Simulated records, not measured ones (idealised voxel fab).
The document below concerns the process module designated voxel fin reveal.
The width of the displayed cross-section, cut, is 210 nm; its cells are square, with a size of 5 nm.
Cross-section format: a grid of square cells, given as bands from top to bottom; each band is one or more rows of cells. Within each band entry, the heights of the top and of the bottom of the band appear first, in that order and in nm; the materials of the band then follow from left to right, each with its corresponding width in nm. The designation "full width" on a single material indicates that it fills the band from edge to edge; the designation "blank" indicates empty space. Height is counted from the level 0, under which the received wafer is composed throughout of one material. The lowest of the bands is not closed at the bottom but continues downward, in the notation "0 down". You'd read "30 to 40" like this: the band's top row of cells is as wide as the first number, its bottom row is as wide as the second, and going down, every row changes width by the same amount as the row before did. Where a step carries "all unchanged", the cross-section came out of it unchanged, cell for cell. Any empty space of 8 cells or more lacking an open way to the top shows up in "Enclosed cavities" as width x height at distance, distance from the left edge, in nm. The remark found on a step's line after its settings is issued by the simulator itself and pertains to that step. Each step line may optionally specify "overlay nm", which for a step with a mask gives the rightward distance between the mask's planned place and where it lay, a negative value indicating the leftward direction.
Plan
1: RECEIVE [material Si]
2: CONFORMAL_DEP [material SiN] [thk nm 5]
3: PATTERN [tone cover] [mask id FINS] [material resist] [width nm 15] [pitch nm 40] [thk nm 20] [overlay nm 0]
4: DIRECTIONAL_ETCH [etch materials SiN] [depth nm 5]
5: DIRECTIONAL_ETCH [etch materials Si] [depth nm 35]
6: STRIP [etch materials resist]
7: FILL_DEP [material SiO2] [thk nm 5]
8: CMP [height nm 5]
9: SELECTIVE_ETCH [etch materials SiO2] [depth nm 30]
10: STRIP [etch materials SiN]
11: CONFORMAL_DEP [material HfO2] [thk nm 5]
So this is the incoming wafer in cross-section - it's already been through step 1
	0 down: Si full width
	Enclosed cavities: none
What the wafer looks like in cross-section after this module, when it starts as shown above and follows the plan above but one mistake is made in running it
	5 to 0: blank: 30  HfO2: 30  blank: 10  HfO2: 30  blank: 10  HfO2: 30  blank: 10  HfO2: 30  blank: 30
	0 to -20: blank: 30  HfO2: 5  Si: 20  HfO2: 5  blank: 10  HfO2: 5  Si: 20  HfO2: 5  blank: 10  HfO2: 5  Si: 20  HfO2: 5  blank: 10  HfO2: 5  Si: 20  HfO2: 5  blank: 30
	-20 to -25: HfO2: 35  Si: 20  HfO2: 20  Si: 20  HfO2: 20  Si: 20  HfO2: 20  Si: 20  HfO2: 35
	-25 to -35: SiO2: 35  Si: 20  SiO2: 20  Si: 20  SiO2: 20  Si: 20  SiO2: 20  Si: 20  SiO2: 35
	-35 down: Si full width
	Enclosed cavities: none
What went wrong in running the wafer? in deviation from the planned setting, step 3 was conducted as PATTERN [tone cover] [mask id FINS] [material resist] [width nm 20] [pitch nm 40] [thk nm 20] [overlay nm 0]
